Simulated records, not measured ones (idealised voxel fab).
The process module presented herein is designated voxel capacitor over wiring.
For reference, the cross-section in this document is cut, with width 185 nm and square cells of 5 nm.
Bands, listed from the top down, are how a cross-section gets written in this document; the cross-section itself is a grid of square cells, and a band is one or more rows of them. Look at the band entry: it leads with the top's height and the bottom's height in nm. Then it lists the materials left to right, with a width in nm for each. The word "edge to edge" on a single material says that material fills the band edge to edge. The word "empty" is empty space. Height 0 is the level under which the wafer as received is all one material. The lowest band goes on downwards, as in "0 nm and below". You'd read "30 to 40" like this: the band's top row of cells is as wide as the first number, its bottom row is as wide as the second, and going down, every row changes width by the same amount as the row before did. Step marked "no alteration"? Then no cell in the cross-section changed in it. Reported under the label "Sealed internal cavities" are the empty spaces having no open way to the top and comprising 8 cells or more; the notation for each is width x height at distance, in which the distance is measured from the left edge and all three values are in nm. What comes after the settings on a step's line is commentary from the simulator itself on that step. overlay nm, on a step with a mask: how far to the right of its planned place the mask lay; to the left if negative.
**So here's the lineup of process steps we planned**
step 1: RECEIVE: material Si
step 2: CONFORMAL_DEP: material SiO2, thk nm 15
step 3: DIRECTIONAL_DEP: material TiN, thk nm 5
step 4: DIRECTIONAL_DEP: material Ru, thk nm 15
step 5: MASKED_ETCH: tone cover, mask id METAL_1, width nm 30, pitch nm 100, etch materials Ru, depth nm 15, overlay nm 0
step 6: MASKED_ETCH: tone cover, mask id METAL_1, width nm 30, pitch nm 100, etch materials TiN, depth nm 5, overlay nm 0
step 7: FILL_DEP: material SiO2, thk nm 5
step 8: CMP: height nm 35
step 9: CONFORMAL_DEP: material SiCN, thk nm 5
step 10: DIRECTIONAL_DEP: material lowk, thk nm 15
step 11: DIRECTIONAL_DEP: material aC, thk nm 15
step 12: PATTERN: tone open, mask id PLUG_1, material resist, width nm 15, thk nm 35, overlay nm 0
step 13: DIRECTIONAL_ETCH: etch materials aC, depth nm 15
step 14: STRIP: etch materials resist
step 15: DIRECTIONAL_ETCH: etch materials lowk, depth nm 15
step 16: DIRECTIONAL_ETCH: etch materials SiCN, depth nm 5
step 17: STRIP: etch materials aC
step 18: CONFORMAL_DEP: material TiN, thk nm 5
step 19: FILL_DEP: material Cu, thk nm 5
step 20: CMP: height nm 55
step 21: DIRECTIONAL_DEP: material TiN, thk nm 10
step 22: DIRECTIONAL_DEP: material HfO2, thk nm 5
step 23: DIRECTIONAL_DEP: material TiN, thk nm 5
step 24: DIRECTIONAL_DEP: material aC, thk nm 10
step 25: PATTERN: tone cover, mask id UPPER_PLATE, material resist, width nm 75, thk nm 30, overlay nm 0
step 26: DIRECTIONAL_ETCH: etch materials aC, depth nm 10
step 27: STRIP: etch materials resist
step 28: DIRECTIONAL_ETCH: etch materials TiN, depth nm 5
step 29: DIRECTIONAL_ETCH: etch materials HfO2, depth nm 5
step 30: STRIP: etch materials aC
step 31: DIRECTIONAL_DEP: material aC, thk nm 15
step 32: PATTERN: tone cover, mask id LOWER_PLATE, material resist, width nm 85, thk nm 30, overlay nm 0
step 33: DIRECTIONAL_ETCH: etch materials aC, depth nm 15
step 34: STRIP: etch materials resist
step 35: DIRECTIONAL_ETCH: etch materials TiN, depth nm 10
step 36: STRIP: etch materials aC
step 37: FILL_DEP: material SiO2, thk nm 20
step 38: CMP: height nm 90
step 39: MASKED_ETCH: tone open, mask id PLUG_2, width nm 15, etch materials SiO2, depth nm 15, overlay nm 0
step 40: CONFORMAL_DEP: material TiN, thk nm 5
step 41: FILL_DEP: material Ru, thk nm 5
step 42: CMP: height nm 90
step 43: CONFORMAL_DEP: material SiCN, thk nm 5
**Cross-sectional view of the wafer in its as-received condition, corresponding to the state after step 1**
    0 nm and below | Si edge to edge
    Sealed internal cavities: none
**What the wafer looks like in cross-section after this module, when it starts as shown above and follows the plan above but one mistake is made in running it**
    95 nm to 90 nm | SiCN edge to edge
    90 nm to 80 nm | SiO2 (50)  TiN (5)  Ru (5)  TiN (5)  SiO2 (120)
    80 nm to 70 nm | SiO2 (50 to 40)  TiN (15 to 75)  SiO2 (120 to 70)
    70 nm to 65 nm | SiO2 (40)  HfO2 (75)  SiO2 (70)
    65 nm to 55 nm | SiO2 (35)  TiN (85)  SiO2 (65)
    55 nm to 50 nm | Cu edge to edge
    50 nm to 45 nm | TiN (45)  Cu (5)  TiN (135)
    45 nm to 30 nm | lowk (40)  TiN (5)  Cu (5)  TiN (5)  lowk (130)
    30 nm to 25 nm | SiCN (40)  TiN (15)  SiCN (130)
    25 nm to 20 nm | SiO2 (25)  Ru (30)  SiO2 (70)  Ru (30)  SiO2 (30)
    20 nm to 15 nm | SiO2 (25)  TiN (30)  SiO2 (70)  TiN (30)  SiO2 (30)
    15 nm to 0 nm | SiO2 edge to edge
    0 nm and below | Si edge to edge
    Sealed internal cavities: none
Processing error: step 8 went in with a setting other than planned; the actual run was CMP: height nm 25
